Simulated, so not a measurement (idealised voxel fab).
The process module that follows is named voxel transistor to metal.
Xsec cut, 280 nm wide, square cell size 5 nm.
Format of a cross-section: grid, square cells. Given as bands. Order: top down. Band: one or more rows of cells.
Within each band entry, the heights of the top and of the bottom of the band appear first, in that order and in nm; the materials of the band then follow from left to right, each with its corresponding width in nm. The designation "edge to edge" on a single material indicates that it fills the band from edge to edge; the designation "blank" indicates empty space.
It should be noted that heights are counted from 0, beneath which the wafer as supplied is of one material throughout, and that the lowest band possesses no lower boundary but continues downward, as written in "top 0, no bottom".
Per-row width for "30 to 40": begins at first number (top row of band), ends at second number (bottom row), increment between rows held constant.
Key: "identical to before" - step with no changed cell in the cross-section.
In "closed voids" the enclosed voids are listed, meaning empty spaces of 8 cells or larger without any opening to the top. The form is width x height at distance, distance from the left edge, units nm.
Read whatever lies past the settings on a step's line as the simulator's own remark about the step.
overlay nm: for a step with a mask, the amount by which the mask lay right of where it was planned; a negative amount means left of it.

**Set out below are the planned steps of the process**
- 1: RECEIVE, material Si
- 2: CONFORMAL_DEP, material SiO2, thk nm 5
- 3: CONFORMAL_DEP, material SiN, thk nm 15
- 4: DIRECTIONAL_DEP, material aC, thk nm 10
- 5: PATTERN, tone cover, mask id ACTIVE, material resist, width nm 110, pitch nm 130, thk nm 25, overlay nm 0
- 6: DIRECTIONAL_ETCH, etch materials aC, depth nm 10
- 7: STRIP, etch materials resist
- 8: DIRECTIONAL_ETCH, etch materials SiN, depth nm 15
- 9: DIRECTIONAL_ETCH, etch materials SiO2, depth nm 5
- 10: DIRECTIONAL_ETCH, etch materials Si, depth nm 20
- 11: STRIP, etch materials aC
- 12: FILL_DEP, material SiO2, thk nm 10
- 13: CMP, height nm 20
- 14: SELECTIVE_ETCH, etch materials SiO2, depth nm 15
- 15: STRIP, etch materials SiN
- 16: SELECTIVE_ETCH, etch materials SiO2, depth nm 5
- 17: OXIDIZE, depth nm 5
- 18: DIRECTIONAL_DEP, material polySi, thk nm 25
- 19: DIRECTIONAL_DEP, material SiCN, thk nm 10
- 20: MASKED_ETCH, tone cover, mask id GATE, width nm 20, pitch nm 130, etch materials SiCN, depth nm 20, overlay nm 0
- 21: MASKED_ETCH, tone cover, mask id GATE, width nm 20, pitch nm 130, etch materials polySi, depth nm 35, overlay nm 0
- 22: CONFORMAL_DEP, material SiN, thk nm 5
- 23: DIRECTIONAL_ETCH, etch materials SiN, depth nm 5
- 24: DIRECTIONAL_ETCH, etch materials SiO2, depth nm 5
- 25: DIRECTIONAL_ETCH, etch materials Si, depth nm 10
- 26: EPI, material SiGe, thk nm 10
- 27: FILL_DEP, material SiO2, thk nm 10
- 28: CMP, height nm 35
- 29: DIRECTIONAL_DEP, material SiO2, thk nm 10
- 30: MASKED_ETCH, tone open, mask id CONTACT, width nm 20, etch materials SiO2, depth nm 50, overlay nm 0
- 31: CONFORMAL_DEP, material TiN, thk nm 5
- 32: FILL_DEP, material Ru, thk nm 10
- 33: CMP, height nm 45
- 34: CONFORMAL_DEP, material SiCN, thk nm 5
- 35: DIRECTIONAL_DEP, material SiO2, thk nm 20
- 36: MASKED_ETCH, tone open, mask id METAL_1, width nm 20, etch materials SiO2, depth nm 20, overlay nm 0
- 37: MASKED_ETCH, tone open, mask id METAL_1, width nm 20, etch materials SiCN, depth nm 5, overlay nm 0
- 38: CONFORMAL_DEP, material TiN, thk nm 5
- 39: FILL_DEP, material W, thk nm 5
- 40: CMP, height nm 70
- 41: EPI, material Ru, thk nm 5
- 42: FILL_DEP, material SiCN, thk nm 5
- 43: DIRECTIONAL_DEP, material lowk, thk nm 25
- 44: PATTERN, tone open, mask id METAL_2, material resist, width nm 20, pitch nm 130, thk nm 15, overlay nm 0
- 45: DIRECTIONAL_ETCH, etch materials lowk, depth nm 15
- 46: STRIP, etch materials resist
- 47: PATTERN, tone open, mask id METAL_2_HOLES, material resist, width nm 15, pitch nm 130, thk nm 15, overlay nm 0
- 48: DIRECTIONAL_ETCH, etch materials lowk, depth nm 10
- 49: DIRECTIONAL_ETCH, etch materials SiCN, depth nm 5
- 50: STRIP, etch materials resist
- 51: CONFORMAL_DEP, material TiN, thk nm 5
- 52: FILL_DEP, material Cu, thk nm 5
- 53: CMP, height nm 105
- 54: CONFORMAL_DEP, material SiCN, thk nm 5

**Wafer cross-section on receipt, i.e. after step 1**
* top 0, no bottom  Si edge to edge
* closed voids: none

**End-of-module XS, first of two wafers, run as planned**
* top 110, bottom 105  SiCN edge to edge
* top 105, bottom 95  25 of lowk / 5 of TiN / 10 of Cu / 5 of TiN / 110 of lowk / 5 of TiN / 10 of Cu / 5 of TiN / 105 of lowk
* top 95, bottom 90  25 of lowk / 5 of TiN / 5 of Cu / 10 of TiN / 110 of lowk / 5 of TiN / 5 of Cu / 10 of TiN / 105 of lowk
* top 90, bottom 80  25 of lowk / 5 of TiN / 5 of Cu / 5 of TiN / 115 of lowk / 5 of TiN / 5 of Cu / 5 of TiN / 110 of lowk
* top 80, bottom 75  25 of SiCN / 15 of TiN / 115 of SiCN / 15 of TiN / 110 of SiCN
* top 75, bottom 70  20 of SiCN / 30 of Ru / 50 of SiCN / 30 of Ru / 20 of SiCN / 30 of Ru / 50 of SiCN / 30 of Ru / 20 of SiCN
* top 70, bottom 50  25 of SiO2 / 5 of TiN / 10 of W / 5 of TiN / 60 of SiO2 / 5 of TiN / 10 of W / 5 of TiN / 30 of SiO2 / 5 of TiN / 10 of W / 5 of TiN / 60 of SiO2 / 5 of TiN / 10 of W / 5 of TiN / 25 of SiO2
* top 50, bottom 45  25 of SiCN / 20 of TiN / 60 of SiCN / 20 of TiN / 30 of SiCN / 20 of TiN / 60 of SiCN / 20 of TiN / 25 of SiCN
* top 45, bottom 35  25 of SiO2 / 5 of TiN / 10 of Ru / 5 of TiN / 60 of SiO2 / 5 of TiN / 10 of Ru / 5 of TiN / 30 of SiO2 / 5 of TiN / 10 of Ru / 5 of TiN / 60 of SiO2 / 5 of TiN / 10 of Ru / 5 of TiN / 25 of SiO2
* top 35, bottom 25  25 of SiO2 / 5 of TiN / 10 of Ru / 5 of TiN / 15 of SiO2 / 5 of SiN / 20 of SiCN / 5 of SiN / 15 of SiO2 / 5 of TiN / 10 of Ru / 5 of TiN / 30 of SiO2 / 5 of TiN / 10 of Ru / 5 of TiN / 15 of SiO2 / 5 of SiN / 20 of SiCN / 5 of SiN / 15 of SiO2 / 5 of TiN / 10 of Ru / 5 of TiN / 25 of SiO2
* top 25, bottom 5  25 of SiO2 / 5 of TiN / 10 of Ru / 5 of TiN / 15 of SiO2 / 5 of SiN / 20 of polySi / 5 of SiN / 15 of SiO2 / 5 of TiN / 10 of Ru / 5 of TiN / 30 of SiO2 / 5 of TiN / 10 of Ru / 5 of TiN / 15 of SiO2 / 5 of SiN / 20 of polySi / 5 of SiN / 15 of SiO2 / 5 of TiN / 10 of Ru / 5 of TiN / 25 of SiO2
* top 5, bottom 0  25 of SiO2 / 5 of TiN / 10 of Ru / 5 of TiN / 5 of SiO2 / 10 of SiGe / 5 of SiN / 20 of polySi / 5 of SiN / 10 of SiGe / 5 of SiO2 / 5 of TiN / 10 of Ru / 5 of TiN / 30 of SiO2 / 5 of TiN / 10 of Ru / 5 of TiN / 5 of SiO2 / 10 of SiGe / 5 of SiN / 20 of polySi / 5 of SiN / 10 of SiGe / 5 of SiO2 / 5 of TiN / 10 of Ru / 5 of TiN / 25 of SiO2
* top 0, bottom -5  25 of SiO2 / 20 of TiN / 5 of SiO2 / 10 of SiGe / 30 of SiO2 / 10 of SiGe / 5 of SiO2 / 20 of TiN / 30 of SiO2 / 20 of TiN / 5 of SiO2 / 10 of SiGe / 30 of SiO2 / 10 of SiGe / 5 of SiO2 / 20 of TiN / 25 of SiO2
* top -5, bottom -15  20 of SiO2 / 40 of SiGe / 30 of Si / 40 of SiGe / 20 of SiO2 / 40 of SiGe / 30 of Si / 40 of SiGe / 20 of SiO2
* top -15, bottom -20  20 of SiO2 / 110 of Si / 20 of SiO2 / 110 of Si / 20 of SiO2
* top -20, no bottom  Si edge to edge
* closed voids: none

**Wafer two (of two), end-of-module cross-section: start = wafer one, plan = wafer one, one run mistake**
* top 110, bottom 105  SiCN edge to edge
* top 105, bottom 95  25 of lowk / 5 of TiN / 10 of Cu / 5 of TiN / 110 of lowk / 5 of TiN / 10 of Cu / 5 of TiN / 105 of lowk
* top 95, bottom 90  25 of lowk / 5 of TiN / 5 of Cu / 10 of TiN / 110 of lowk / 5 of TiN / 5 of Cu / 10 of TiN / 105 of lowk
* top 90, bottom 80  25 of lowk / 5 of TiN / 5 of Cu / 5 of TiN / 115 of lowk / 5 of TiN / 5 of Cu / 5 of TiN / 110 of lowk
* top 80, bottom 75  25 of SiCN / 15 of TiN / 115 of SiCN / 15 of TiN / 110 of SiCN
* top 75, bottom 70  20 of SiCN / 30 of Ru / 50 of SiCN / 30 of Ru / 20 of SiCN / 30 of Ru / 50 of SiCN / 30 of Ru / 20 of SiCN
* top 70, bottom 55  25 of SiO2 / 5 of TiN / 10 of W / 5 of TiN / 60 of SiO2 / 5 of TiN / 10 of W / 5 of TiN / 30 of SiO2 / 5 of TiN / 10 of W / 5 of TiN / 60 of SiO2 / 5 of TiN / 10 of W / 5 of TiN / 25 of SiO2
* top 55, bottom 50  25 of SiO2 / 20 of TiN / 60 of SiO2 / 20 of TiN / 30 of SiO2 / 20 of TiN / 60 of SiO2 / 20 of TiN / 25 of SiO2
* top 50, bottom 45  TiN edge to edge
* top 45, bottom 35  25 of SiO2 / 5 of TiN / 10 of Ru / 5 of TiN / 60 of SiO2 / 5 of TiN / 10 of Ru / 5 of TiN / 30 of SiO2 / 5 of TiN / 10 of Ru / 5 of TiN / 60 of SiO2 / 5 of TiN / 10 of Ru / 5 of TiN / 25 of SiO2
* top 35, bottom 25  25 of SiO2 / 5 of TiN / 10 of Ru / 5 of TiN / 15 of SiO2 / 5 of SiN / 20 of SiCN / 5 of SiN / 15 of SiO2 / 5 of TiN / 10 of Ru / 5 of TiN / 30 of SiO2 / 5 of TiN / 10 of Ru / 5 of TiN / 15 of SiO2 / 5 of SiN / 20 of SiCN / 5 of SiN / 15 of SiO2 / 5 of TiN / 10 of Ru / 5 of TiN / 25 of SiO2
* top 25, bottom 5  25 of SiO2 / 5 of TiN / 10 of Ru / 5 of TiN / 15 of SiO2 / 5 of SiN / 20 of polySi / 5 of SiN / 15 of SiO2 / 5 of TiN / 10 of Ru / 5 of TiN / 30 of SiO2 / 5 of TiN / 10 of Ru / 5 of TiN / 15 of SiO2 / 5 of SiN / 20 of polySi / 5 of SiN / 15 of SiO2 / 5 of TiN / 10 of Ru / 5 of TiN / 25 of SiO2
* top 5, bottom 0  25 of SiO2 / 5 of TiN / 10 of Ru / 5 of TiN / 5 of SiO2 / 10 of SiGe / 5 of SiN / 20 of polySi / 5 of SiN / 10 of SiGe / 5 of SiO2 / 5 of TiN / 10 of Ru / 5 of TiN / 30 of SiO2 / 5 of TiN / 10 of Ru / 5 of TiN / 5 of SiO2 / 10 of SiGe / 5 of SiN / 20 of polySi / 5 of SiN / 10 of SiGe / 5 of SiO2 / 5 of TiN / 10 of Ru / 5 of TiN / 25 of SiO2
* top 0, bottom -5  25 of SiO2 / 20 of TiN / 5 of SiO2 / 10 of SiGe / 30 of SiO2 / 10 of SiGe / 5 of SiO2 / 20 of TiN / 30 of SiO2 / 20 of TiN / 5 of SiO2 / 10 of SiGe / 30 of SiO2 / 10 of SiGe / 5 of SiO2 / 20 of TiN / 25 of SiO2
* top -5, bottom -15  20 of SiO2 / 40 of SiGe / 30 of Si / 40 of SiGe / 20 of SiO2 / 40 of SiGe / 30 of Si / 40 of SiGe / 20 of SiO2
* top -15, bottom -20  20 of SiO2 / 110 of Si / 20 of SiO2 / 110 of Si / 20 of SiO2
* top -20, no bottom  Si edge to edge
* closed voids: none
Processing error: step 34 ran with different settings than intended, the actual operation and settings being CONFORMAL_DEP, material TiN, thk nm 5
The second wafer ends with more or fewer cells of some materials than the first, per final count: -40 SiCN | +48 TiN | -8 W
